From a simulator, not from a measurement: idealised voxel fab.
Process module heading - voxel spacer lines
We display cut, a cross-section 185 nm in width whose square cells are each 5 nm.
A cross-section is written here as square cells arranged in a grid, and it is given in bands from the top down, each band taking up one or more rows of cells. Look at the band entry: it leads with the top's height and the bottom's height in nm. Then it lists the materials left to right, with a width in nm for each. The word "full width" on a single material says that material fills the band edge to edge. The word "blank" is empty space. Heads up on the height convention: 0 is the point under which the incoming wafer is all one material, and the lowest band has no bottom, it just keeps going down, like "0 and below". You'd read "30 to 40" like this: the band's top row of cells is as wide as the first number, its bottom row is as wide as the second, and going down, every row changes width by the same amount as the row before did. For the purposes of this document, the phrase "remained unchanged" attached to a step denotes that no cell within the cross-section was modified by that step. Under "Cavities, sealed" you'll find the enclosed gaps, the ones with no way out to the top, that are 8 cells or bigger; each reads width x height at distance, with distance counted from the left edge, everything in nm. If you see something after the settings on a step's line, that's the simulator's own remark about that step. "overlay nm" on a masked step: distance the mask lay right of its planned place, negative for left.

Steps in the process plan
1) RECEIVE: material Si
2) CONFORMAL_DEP: material Al2O3, thk nm 5
3) DIRECTIONAL_DEP: material SiN, thk nm 10
4) DIRECTIONAL_DEP: material aC, thk nm 25
5) PATTERN: tone cover, mask id MANDREL, material resist, width nm 25, pitch nm 70, thk nm 30, overlay nm 0
6) DIRECTIONAL_ETCH: etch materials aC, depth nm 25
7) STRIP: etch materials resist
8) CONFORMAL_DEP: material SiO2, thk nm 10
9) DIRECTIONAL_ETCH: etch materials SiO2, depth nm 10
10) STRIP: etch materials aC
11) DIRECTIONAL_ETCH: etch materials SiN, depth nm 10
12) STRIP: etch materials SiO2
13) FILL_DEP: material lowk, thk nm 5
14) CMP: height nm 15

Cross-section of the wafer as it came to us, i.e., already through step 1
0 and below  Si full width
Cavities, sealed: none

Below is the wafer in cross-section after the module was completed. It began from the starting point shown above and followed the plan shown above, except that one mistake was made while running it
15 down to 5  30 nm lowk  10 nm SiN  35 nm lowk  10 nm SiN  15 nm lowk  10 nm SiN  35 nm lowk  10 nm SiN  30 nm lowk
5 down to 0  Al2O3 full width
0 and below  Si full width
Cavities, sealed: none
Heads up, the wafer didn't run the way we planned it: not per plan at step 5, really ran PATTERN: tone cover, mask id MANDREL, material resist, width nm 35, pitch nm 70, thk nm 30, overlay nm 0
